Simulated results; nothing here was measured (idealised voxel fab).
process module | voxel air gaps
cross-section cut | 210 nm wide | cells 5 nm
A cross-section is a grid of square cells, given in bands from the top down. A band is one or more rows of cells.
Each band's line starts with the height of the band's top and of its bottom, in nm. Then come its materials from left to right, each with its width in nm. One material with "throughout" fills the band from edge to edge. "air" is empty space.
Height 0 is the level under which the wafer as received is all one material. The lowest band goes on downwards, as in "0 down".
A width such as "30 to 40" changes by the same amount from each row of cells to the next, from the band's top row to its bottom row.
"no change" after a step means that no cell of the cross-section changed.
closed voids: empty space of 8 cells or more with no open way to the top, each as width x height at its distance from the left edge, in nm
after a step's settings: what the simulator itself notes on the step
overlay nm, on a step with a mask: how far to the right of its planned place the mask lay; to the left if negative
plan
1 op RECEIVE | material Si
2 op CONFORMAL_DEP | material SiO2 | thk nm 15
3 op CONFORMAL_DEP | material SiCN | thk nm 5
4 op DIRECTIONAL_DEP | material SiO2 | thk nm 30
5 op DIRECTIONAL_DEP | material aC | thk nm 10
6 op PATTERN | tone open | mask id LINES | material resist | width nm 20 | pitch nm 50 | thk nm 30 | overlay nm 0
7 op DIRECTIONAL_ETCH | etch materials aC | depth nm 10
8 op STRIP | etch materials resist
9 op DIRECTIONAL_ETCH | etch materials SiO2 | depth nm 30
10 op STRIP | etch materials aC
11 op CONFORMAL_DEP | material TiN | thk nm 5
12 op FILL_DEP | material W | thk nm 5
13 op CMP | height nm 50
14 op EPI | material Ru | thk nm 10
15 op SELECTIVE_ETCH | etch materials SiO2 | depth nm 40
16 op CONFORMAL_DEP | material SiCN | thk nm 5
as received, after step 1
  0 down: Si throughout
  closed voids: none
a wafer at the end: this start, this plan, one mistake
  65 to 60: SiCN throughout
  60 to 50: Ru throughout
  50 to 45: TiN 25 | W 10 | TiN 40 | W 10 | TiN 40 | W 10 | TiN 40 | W 10 | TiN 25
  45 to 25: SiO2 20 | TiN 5 | W 10 | TiN 5 | SiO2 30 | TiN 5 | W 10 | TiN 5 | SiO2 30 | TiN 5 | W 10 | TiN 5 | SiO2 30 | TiN 5 | W 10 | TiN 5 | SiO2 20
  25 to 20: SiO2 20 | TiN 20 | SiO2 30 | TiN 20 | SiO2 30 | TiN 20 | SiO2 30 | TiN 20 | SiO2 20
  20 to 15: SiCN throughout
  15 to 0: SiO2 throughout
  0 down: Si throughout
  closed voids: none
what went wrong: step 4 ran as: op DIRECTIONAL_DEP | material SiO2 | thk nm 25
